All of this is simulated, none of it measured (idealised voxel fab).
You're looking at the process module voxel wiring stack.
This is section cut - it's 240 nm across, gridded in 5 nm square cells.
Cross-section, as written here: a square-cell grid given band by band from the top down, where a band holds one or more rows of cells. Top, bottom (nm), then materials left to right with widths (nm); lone material tagged "full width" fills the whole band edge to edge; "blank" = empty space. For the purposes of this specification, 0 denotes the height below which the wafer in its as-received condition is composed wholly of one material, and the lowermost band, lacking a lower limit, extends downward without end, as expressed in "0 -> down". The expression "30->40" gives the width at the extremes of the band, the first number at its top row of cells and the second at its bottom row, with the width changing by equal amounts from each row to the next in between. "all unchanged" (step): cross-section cells unchanged, all of them. "Unvented cavities": sealed empty spaces, 8 cells or more, no open way to top, listed width x height at distance, with distance from the left edge and width, height and distance in nm. That trailing text on a step's line, after the settings, is the simulator's own remark on the step. overlay nm: mask right of planned place by this much (step with mask). Neg. = left.
SET OUT BELOW ARE THE PLANNED STEPS OF THE PROCESS
| 1 | RECEIVE | material Si |
| 2 | CONFORMAL_DEP | material SiO2 | thk nm 15 |
| 3 | CONFORMAL_DEP | material SiN | thk nm 5 |
| 4 | DIRECTIONAL_DEP | material SiO2 | thk nm 15 |
| 5 | PATTERN | tone open | mask id METAL_1 | material resist | width nm 20 | pitch nm 50 | thk nm 20 | overlay nm 0 |
| 6 | DIRECTIONAL_ETCH | etch materials SiO2 | depth nm 15 |
| 7 | DIRECTIONAL_ETCH | etch materials SiN | depth nm 5 |
| 8 | STRIP | etch materials resist |
| 9 | CONFORMAL_DEP | material TiN | thk nm 5 |
| 10 | FILL_DEP | material Cu | thk nm 10 |
| 11 | CMP | height nm 35 |
| 12 | EPI | material Ru | thk nm 5 |
| 13 | FILL_DEP | material SiCN | thk nm 5 |
| 14 | DIRECTIONAL_DEP | material lowk | thk nm 25 |
| 15 | DIRECTIONAL_DEP | material aC | thk nm 15 |
| 16 | PATTERN | tone open | mask id METAL_2 | material resist | width nm 30 | pitch nm 50 | thk nm 35 | overlay nm 0 |
| 17 | DIRECTIONAL_ETCH | etch materials aC | depth nm 15 |
| 18 | STRIP | etch materials resist |
| 19 | DIRECTIONAL_ETCH | etch materials lowk | depth nm 15 |
| 20 | STRIP | etch materials aC |
| 21 | PATTERN | tone open | mask id METAL_2_HOLES | material resist | width nm 15 | thk nm 15 | overlay nm 0 |
| 22 | DIRECTIONAL_ETCH | etch materials lowk | depth nm 10 |
| 23 | DIRECTIONAL_ETCH | etch materials SiCN | depth nm 5 |
| 24 | STRIP | etch materials resist |
| 25 | CONFORMAL_DEP | material TiN | thk nm 5 |
| 26 | FILL_DEP | material Ru | thk nm 10 |
| 27 | CMP | height nm 70 |
| 28 | CONFORMAL_DEP | material SiN | thk nm 5 |
It is noted that the wafers described herein are identical at the outset and are distinguished by the width nm of step 5; the value stated in the plan corresponds to the first wafer.
THE FIRST OF SEVERAL WAFERS AS RECEIVED, SHOWN IN CROSS-SECTION; THIS IS ITS STATE AFTER STEP 1
> 0 -> down: Si full width
> Unvented cavities: none
THE FOLLOWING TABLE CONTAINS A ROW PER WAFER, IN WHICH ARE REPORTED, AT THE CONCLUSION OF THE MODULE, THE CELLS OF EACH MATERIAL GAINED (+) OR LOST (-) SINCE THE WAFER'S RECEIPT, WITH ITS CLOSED VOIDS GIVEN THEREAFTER
width nm 20; +12 Cu; +31 Ru; +81 SiCN; +88 SiN; +264 SiO2; +46 TiN; +198 lowk; Unvented cavities: none
width nm 25; +18 Cu; +33 Ru; +79 SiCN; +86 SiN; +258 SiO2; +48 TiN; +198 lowk; Unvented cavities: none
width nm 30; +24 Cu; +35 Ru; +77 SiCN; +84 SiN; +252 SiO2; +50 TiN; +198 lowk; Unvented cavities: none
width nm 35; +30 Cu; +37 Ru; +75 SiCN; +82 SiN; +246 SiO2; +52 TiN; +198 lowk; Unvented cavities: none
